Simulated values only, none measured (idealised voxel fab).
The name of this process module is voxel wiring stack.
The figure presents cross-section cut, which has a width of 270 nm and is divided into square cells with an edge length of 5 nm.
Square cells in a grid make up a cross-section in this document, and the grid is given as bands, listed from the top down, each one or more rows of cells.
The entry gives the band's vertical extent as a top height and a bottom height in nm, then its horizontal make-up as materials from left to right, each with a width in nm. "empty" stands for empty space; a single material marked "edge to edge" fills the band edge to edge.
Heads up on the height convention: 0 is the point under which the incoming wafer is all one material, and the lowest band has no bottom, it just keeps going down, like "from 0 down".
The two numbers in a width such as "30 to 40" mark its ends across the band: the first belongs to the top row of cells, the second to the bottom row, and from each row to the next the width moves by the same amount.
Where the words "identical to before" appear for a step, the cross-section shows no cell changed by that step; every cell remained as before.
Entry "Trapped void list". Content: empty spaces with no open connection to the top, size 8 cells or greater. Each: width x height at distance. Distance: from left edge. Unit: nm.
Past the settings on a step's line: simulator remark, on that step.
If you see "overlay nm" on a step's line and that step has a mask, it's telling you how far right of where it was planned the mask ended up; a negative number means it went left instead.

The following list gives the planned process steps
1) RECEIVE, material Si
2) CONFORMAL_DEP, material SiO2, thk nm 15
3) DIRECTIONAL_DEP, material TiN, thk nm 5
4) DIRECTIONAL_DEP, material W, thk nm 15
5) MASKED_ETCH, tone cover, mask id METAL_1, width nm 25, pitch nm 50, etch materials W, depth nm 15, overlay nm 0
6) MASKED_ETCH, tone cover, mask id METAL_1, width nm 25, pitch nm 50, etch materials TiN, depth nm 5, overlay nm 0
7) FILL_DEP, material SiO2, thk nm 10
8) CMP, height nm 35
9) CONFORMAL_DEP, material SiCN, thk nm 5
10) DIRECTIONAL_DEP, material SiO2, thk nm 35
11) DIRECTIONAL_DEP, material aC, thk nm 15
12) PATTERN, tone open, mask id METAL_2_HOLES, material resist, width nm 15, thk nm 30, overlay nm 0
13) DIRECTIONAL_ETCH, etch materials aC, depth nm 15
14) STRIP, etch materials resist
15) DIRECTIONAL_ETCH, etch materials SiO2, depth nm 35
16) STRIP, etch materials aC
17) MASKED_ETCH, tone open, mask id METAL_2, width nm 25, pitch nm 50, etch materials SiO2, depth nm 20, overlay nm 0
18) MASKED_ETCH, tone open, mask id METAL_2, width nm 25, pitch nm 50, etch materials SiCN, depth nm 5, overlay nm 0
19) CONFORMAL_DEP, material TiN, thk nm 5
20) FILL_DEP, material Cu, thk nm 5
21) CMP, height nm 75
22) CONFORMAL_DEP, material SiCN, thk nm 5
23) DIRECTIONAL_DEP, material SiO2, thk nm 35
24) MASKED_ETCH, tone open, mask id METAL_3_HOLES, width nm 15, etch materials SiO2, depth nm 35, overlay nm 0
25) PATTERN, tone open, mask id METAL_3, material resist, width nm 25, pitch nm 50, thk nm 15, overlay nm 0
26) DIRECTIONAL_ETCH, etch materials SiO2, depth nm 20
27) DIRECTIONAL_ETCH, etch materials SiCN, depth nm 5
28) STRIP, etch materials resist
29) CONFORMAL_DEP, material TiN, thk nm 5
30) FILL_DEP, material Ru, thk nm 10
31) CMP, height nm 115
32) CONFORMAL_DEP, material SiCN, thk nm 5

As-received state of the wafer in cross-section, equivalent to post-step 1
    from 0 down  Si edge to edge
    Trapped void list: none

Post-module cross-section of the first of two wafers (run per plan)
    from 120 to 115  SiCN edge to edge
    from 115 to 100  SiO2: 95, then TiN: 5, then Ru: 15, then TiN: 5, then SiO2: 25, then TiN: 5, then Ru: 15, then TiN: 5, then SiO2: 100
    from 100 to 95  SiO2: 95, then TiN: 5, then Ru: 5, then TiN: 15, then SiO2: 25, then TiN: 25, then SiO2: 100
    from 95 to 80  SiO2: 95, then TiN: 5, then Ru: 5, then TiN: 5, then SiO2: 160
    from 80 to 75  SiCN: 95, then TiN: 15, then SiCN: 160
    from 75 to 60  SiO2: 95, then TiN: 5, then Cu: 15, then TiN: 5, then SiO2: 25, then TiN: 5, then Cu: 15, then TiN: 5, then SiO2: 100
    from 60 to 55  SiO2: 95, then TiN: 5, then Cu: 5, then TiN: 15, then SiO2: 25, then TiN: 25, then SiO2: 100
    from 55 to 40  SiO2: 95, then TiN: 5, then Cu: 5, then TiN: 5, then SiO2: 160
    from 40 to 35  SiCN: 95, then TiN: 15, then SiCN: 160
    from 35 to 20  SiO2: 95, then W: 25, then SiO2: 25, then W: 25, then SiO2: 100
    from 20 to 15  SiO2: 95, then TiN: 25, then SiO2: 25, then TiN: 25, then SiO2: 100
    from 15 to 0  SiO2 edge to edge
    from 0 down  Si edge to edge
    Trapped void list: none

Second wafer through the module, sectioned at the end: same beginning and same plan as the first wafer, with one mistake in carrying it out
    from 120 to 115  SiCN edge to edge
    from 115 to 100  SiO2: 95, then TiN: 5, then Ru: 15, then TiN: 5, then SiO2: 25, then TiN: 5, then Ru: 15, then TiN: 5, then SiO2: 100
    from 100 to 95  SiO2: 95, then TiN: 5, then Ru: 5, then TiN: 15, then SiO2: 25, then TiN: 25, then SiO2: 100
    from 95 to 80  SiO2: 95, then TiN: 5, then Ru: 5, then TiN: 5, then SiO2: 160
    from 80 to 75  SiCN: 95, then TiN: 15, then SiCN: 160
    from 75 to 60  SiO2: 90, then TiN: 5, then Cu: 20, then TiN: 5, then SiO2: 25, then TiN: 5, then Cu: 15, then TiN: 5, then SiO2: 100
    from 60 to 55  SiO2: 90, then TiN: 5, then Cu: 15, then TiN: 10, then SiO2: 25, then TiN: 25, then SiO2: 100
    from 55 to 45  SiO2: 90, then TiN: 5, then Cu: 15, then TiN: 5, then SiO2: 155
    from 45 to 40  SiO2: 90, then TiN: 10, then Cu: 10, then TiN: 5, then SiO2: 155
    from 40 to 35  SiCN: 95, then TiN: 20, then SiCN: 155
    from 35 to 20  SiO2: 95, then W: 25, then SiO2: 25, then W: 25, then SiO2: 100
    from 20 to 15  SiO2: 95, then TiN: 25, then SiO2: 25, then TiN: 25, then SiO2: 100
    from 15 to 0  SiO2 edge to edge
    from 0 down  Si edge to edge
    Trapped void list: none
Deviation noted in wafer processing: step 12 ran differently from the plan; actual operation with settings: PATTERN, tone open, mask id METAL_2_HOLES, material resist, width nm 25, thk nm 30, overlay nm 0
Final wafer comparison in cells, second versus first, more or fewer per material: +10 Cu, -1 SiCN, -10 SiO2, +1 TiN
